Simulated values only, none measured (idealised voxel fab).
Process module in this document: voxel capacitor over wiring
Square cell edge 5 nm, section width 190 nm, ID cut.
A cross-section in this document is a grid of square cells, and it is written down as bands, the top band listed before the ones below it; a band is made up of one or more rows of cells.
Look at the band entry: it leads with the top's height and the bottom's height in nm. Then it lists the materials left to right, with a width in nm for each. The word "full width" on a single material says that material fills the band edge to edge. The word "air" is empty space.
Height is counted from the level 0, under which the received wafer is composed throughout of one material. The lowest of the bands is not closed at the bottom but continues downward, in the notation "0 -> down".
Width spec "30 to 40" -> top row of cells at first value, bottom row at second value, equal per-row change in between.
Where a step carries "nothing different", the cross-section came out of it unchanged, cell for cell.
Under "Closed voids list" you'll find the enclosed gaps, the ones with no way out to the top, that are 8 cells or bigger; each reads width x height at distance, with distance counted from the left edge, everything in nm.
Note: text after step settings on the step line = simulator remark on that step.
Steps that use a mask can have "overlay nm" on their line. It says how far the mask sat to the right of where it was meant to be. Negative means to the left.
Note: before/after cross-section pairs follow, one process step per pair, after-side truncated at the lowest changed band, step and settings given beneath. Different runs of this module on the same starting wafer may supply the pairs; a pair continues the one above only where the "State before step" entry says so.

STATE BEFORE STEP
> 100 -> 85  air (45); resist (75); air (70)
> 85 -> 75  TiN full width
> 75 -> 70  HfO2 full width
> 70 -> 60  TiN full width
> 60 -> 45  SiO2 (45); TiN (5); W (5); TiN (5); SiO2 (130)
> 45 -> 40  SiCN (45); TiN (15); SiCN (130)
> 40 -> 20  SiO2 (30); SiN (5); Ru (25); SiN (5); SiO2 (60); SiN (5); Ru (25); SiN (5); SiO2 (30)
> 20 -> 15  SiN (35); TiN (25); SiN (70); TiN (25); SiN (35)
> 15 -> 0  SiN full width
> 0 -> down  Si full width
> Closed voids list: none

CUT VIEW, POST-STEP
> 100 -> 85  air (45); resist (75); air (70)
> 85 -> 75  air (45); TiN (75); air (70)
> Below 75 it's all the same as before, nothing changed down there.
> Closed voids list: none
Q: step between the cross-sections above? A: DIRECTIONAL_ETCH: etch materials TiN, depth nm 10

State before step: The prior state of this step coincides with the post-step cross-section of the pair just above.

CUT VIEW, POST-STEP
> 100 -> 85  air (45); resist (75); air (70)
> 85 -> 75  air (45); TiN (75); air (70)
> 75 -> 70  air (45); HfO2 (75); air (70)
> Below 70 it's all the same as before, nothing changed down there.
> Closed voids list: none
Q: step between the cross-sections above? A: DIRECTIONAL_ETCH: etch materials HfO2, depth nm 5

State before step: The prior state of this step coincides with the post-step cross-section of the pair just above.

CUT VIEW, POST-STEP
> 85 -> 75  air (45); TiN (75); air (70)
> Below 75 it's all the same as before, nothing changed down there.
> Closed voids list: none
Q: step between the cross-sections above? A: STRIP: etch materials resist

State before step: The prior state of this step coincides with the post-step cross-section of the pair just above.

CUT VIEW, POST-STEP
> 100 -> 85  air (40); resist (85); air (65)
> 85 -> 75  air (40); resist (5); TiN (75); resist (5); air (65)
> 75 -> 70  air (40); resist (5); HfO2 (75); resist (5); air (65)
> Below 70 it's all the same as before, nothing changed down there.
> Closed voids list: none
Q: step between the cross-sections above? A: PATTERN: tone cover, mask id LOWER_PLATE, material resist, width nm 85, thk nm 15, overlay nm 0

State before step: The prior state of this step coincides with the post-step cross-section of the pair just above.

CUT VIEW, POST-STEP
> 100 -> 85  air (40); resist (85); air (65)
> 85 -> 75  air (40); resist (5); TiN (75); resist (5); air (65)
> 75 -> 70  air (40); resist (5); HfO2 (75); resist (5); air (65)
> 70 -> 60  air (40); TiN (85); air (65)
> Below 60 it's all the same as before, nothing changed down there.
> Closed voids list: none
Q: step between the cross-sections above? A: DIRECTIONAL_ETCH: etch materials TiN, depth nm 10

State before step: The prior state of this step coincides with the post-step cross-section of the pair just above.

CUT VIEW, POST-STEP
> 85 -> 75  air (45); TiN (75); air (70)
> 75 -> 70  air (45); HfO2 (75); air (70)
> Below 70 it's all the same as before, nothing changed down there.
> Closed voids list: none
Q: step between the cross-sections above? A: STRIP: etch materials resist

State before step: The prior state of this step coincides with the post-step cross-section of the pair just above.

CUT VIEW, POST-STEP
> 105 -> 85  SiO2 full width
> 85 -> 75  SiO2 (45); TiN (75); SiO2 (70)
> 75 -> 70  SiO2 (45); HfO2 (75); SiO2 (70)
> 70 -> 60  SiO2 (40); TiN (85); SiO2 (65)
> Below 60 it's all the same as before, nothing changed down there.
> Closed voids list: none
Q: step between the cross-sections above? A: FILL_DEP: material SiO2, thk nm 20

State before step: The prior state of this step coincides with the post-step cross-section of the pair just above.

CUT VIEW, POST-STEP
> 100 -> 85  SiO2 full width
> Below 85 it's all the same as before, nothing changed down there.
> Closed voids list: none
Q: step between the cross-sections above? A: CMP: height nm 100

State before step: The prior state of this step coincides with the post-step cross-section of the pair just above.

CUT VIEW, POST-STEP
> 115 -> 100  aC full width
> Below 100 it's all the same as before, nothing changed down there.
> Closed voids list: none
Q: step between the cross-sections above? A: DIRECTIONAL_DEP: material aC, thk nm 15

State before step: The prior state of this step coincides with the post-step cross-section of the pair just above.

CUT VIEW, POST-STEP
> 145 -> 115  resist (55); air (15); resist (120)
> Below 115 it's all the same as before, nothing changed down there.
> Closed voids list: none
Q: step between the cross-sections above? A: PATTERN: tone open, mask id PLUG_2, material resist, width nm 15, thk nm 30, overlay nm 0

State before step: The prior state of this step coincides with the post-step cross-section of the pair just above.

CUT VIEW, POST-STEP
> 130 -> 115  resist (55); air (15); resist (120)
> 115 -> 100  aC (55); air (15); aC (120)
> Below 100 it's all the same as before, nothing changed down there.
> Closed voids list: none
Q: step between the cross-sections above? A: DIRECTIONAL_ETCH: etch materials aC, depth nm 15

State before step: The prior state of this step coincides with the post-step cross-section of the pair just above.

CUT VIEW, POST-STEP
> 115 -> 100  aC (55); air (15); aC (120)
> Below 100 it's all the same as before, nothing changed down there.
> Closed voids list: none
Q: step between the cross-sections above? A: STRIP: etch materials resist

State before step: The prior state of this step coincides with the post-step cross-section of the pair just above.

CUT VIEW, POST-STEP
> 115 -> 100  aC (55); air (15); aC (120)
> 100 -> 85  SiO2 (55); air (15); SiO2 (120)
> Below 85 it's all the same as before, nothing changed down there.
> Closed voids list: none
Q: step between the cross-sections above? A: DIRECTIONAL_ETCH: etch materials SiO2, depth nm 15

State before step: The prior state of this step coincides with the post-step cross-section of the pair just above.

CUT VIEW, POST-STEP
> 100 -> 85  SiO2 (55); air (15); SiO2 (120)
> Below 85 it's all the same as before, nothing changed down there.
> Closed voids list: none
Q: step between the cross-sections above? A: STRIP: etch materials aC

State before step: The prior state of this step coincides with the post-step cross-section of the pair just above.

CUT VIEW, POST-STEP
> 105 -> 100  TiN (60); air (5); TiN (125)
> 100 -> 90  SiO2 (55); TiN (5); air (5); TiN (5); SiO2 (120)
> 90 -> 85  SiO2 (55); TiN (15); SiO2 (120)
> Below 85 it's all the same as before, nothing changed down there.
> Closed voids list: none
Q: step between the cross-sections above? A: CONFORMAL_DEP: material TiN, thk nm 5

State before step: The prior state of this step coincides with the post-step cross-section of the pair just above.

CUT VIEW, POST-STEP
> 115 -> 105  Cu full width
> 105 -> 100  TiN (60); Cu (5); TiN (125)
> 100 -> 90  SiO2 (55); TiN (5); Cu (5); TiN (5); SiO2 (120)
> Below 90 it's all the same as before, nothing changed down there.
> Closed voids list: none
Q: step between the cross-sections above? A: FILL_DEP: material Cu, thk nm 10

State before step: The prior state of this step coincides with the post-step cross-section of the pair just above.

CUT VIEW, POST-STEP
> 100 -> 90  SiO2 (55); TiN (5); Cu (5); TiN (5); SiO2 (120)
> Below 90 it's all the same as before, nothing changed down there.
> Closed voids list: none
Q: step between the cross-sections above? A: CMP: height nm 100

State before step: The prior state of this step coincides with the post-step cross-section of the pair just above.

CUT VIEW, POST-STEP
> 105 -> 100  SiCN full width
> Below 100 it's all the same as before, nothing changed down there.
> Closed voids list: none
Q: step between the cross-sections above? A: CONFORMAL_DEP: material SiCN, thk nm 5

STATE BEFORE STEP
> 115 -> 100  aC full width
> 100 -> 85  SiO2 full width
> 85 -> 75  SiO2 (45); TiN (75); SiO2 (70)
> 75 -> 70  SiO2 (45); HfO2 (75); SiO2 (70)
> 70 -> 60  SiO2 (40); TiN (85); SiO2 (65)
> 60 -> 45  SiO2 (45); TiN (5); W (5); TiN (5); SiO2 (130)
> 45 -> 40  SiCN (45); TiN (15); SiCN (130)
> 40 -> 20  SiO2 (30); SiN (5); Ru (25); SiN (5); SiO2 (60); SiN (5); Ru (25); SiN (5); SiO2 (30)
> 20 -> 15  SiN (35); TiN (25); SiN (70); TiN (25); SiN (35)
> 15 -> 0  SiO2 full width
> 0 -> down  Si full width
> Closed voids list: none

CUT VIEW, POST-STEP
> 145 -> 115  air (55); resist (15); air (120)
> Below 115 it's all the same as before, nothing changed down there.
> Closed voids list: none
Q: step between the cross-sections above? A: PATTERN: tone cover, mask id PLUG_2, material resist, width nm 15, thk nm 30, overlay nm 0

State before step: The prior state of this step coincides with the post-step cross-section of the pair just above.

CUT VIEW, POST-STEP
> 130 -> 115  air (55); resist (15); air (120)
> 115 -> 100  air (55); aC (15); air (120)
> Below 100 it's all the same as before, nothing changed down there.
> Closed voids list: none
Q: step between the cross-sections above? A: DIRECTIONAL_ETCH: etch materials aC, depth nm 15

State before step: The prior state of this step coincides with the post-step cross-section of the pair just above.

CUT VIEW, POST-STEP
> 115 -> 100  air (55); aC (15); air (120)
> Below 100 it's all the same as before, nothing changed down there.
> Closed voids list: none
Q: step between the cross-sections above? A: STRIP: etch materials resist

State before step: The prior state of this step coincides with the post-step cross-section of the pair just above.

CUT VIEW, POST-STEP
> 115 -> 100  air (55); aC (15); air (120)
> 100 -> 85  air (55); SiO2 (15); air (120)
> Below 85 it's all the same as before, nothing changed down there.
> Closed voids list: none
Q: step between the cross-sections above? A: DIRECTIONAL_ETCH: etch materials SiO2, depth nm 15

State before step: The prior state of this step coincides with the post-step cross-section of the pair just above.

CUT VIEW, POST-STEP
> 100 -> 85  air (55); SiO2 (15); air (120)
> Below 85 it's all the same as before, nothing changed down there.
> Closed voids list: none
Q: step between the cross-sections above? A: STRIP: etch materials aC

State before step: The prior state of this step coincides with the post-step cross-section of the pair just above.

CUT VIEW, POST-STEP
> 105 -> 100  air (50); TiN (25); air (115)
> 100 -> 90  air (50); TiN (5); SiO2 (15); TiN (5); air (115)
> 90 -> 85  TiN (55); SiO2 (15); TiN (120)
> Below 85 it's all the same as before, nothing changed down there.
> Closed voids list: none
Q: step between the cross-sections above? A: CONFORMAL_DEP: material TiN, thk nm 5

State before step: The prior state of this step coincides with the post-step cross-section of the pair just above.

CUT VIEW, POST-STEP
> 115 -> 105  Cu full width
> 105 -> 100  Cu (50); TiN (25); Cu (115)
> 100 -> 90  Cu (50); TiN (5); SiO2 (15); TiN (5); Cu (115)
> Below 90 it's all the same as before, nothing changed down there.
> Closed voids list: none
Q: step between the cross-sections above? A: FILL_DEP: material Cu, thk nm 10

State before step: The prior state of this step coincides with the post-step cross-section of the pair just above.

CUT VIEW, POST-STEP
> 100 -> 90  Cu (50); TiN (5); SiO2 (15); TiN (5); Cu (115)
> Below 90 it's all the same as before, nothing changed down there.
> Closed voids list: none
Q: step between the cross-sections above? A: CMP: height nm 100

State before step: The prior state of this step coincides with the post-step cross-section of the pair just above.

CUT VIEW, POST-STEP
> 105 -> 100  SiCN full width
> Below 100 it's all the same as before, nothing changed down there.
> Closed voids list: none
Q: step between the cross-sections above? A: CONFORMAL_DEP: material SiCN, thk nm 5
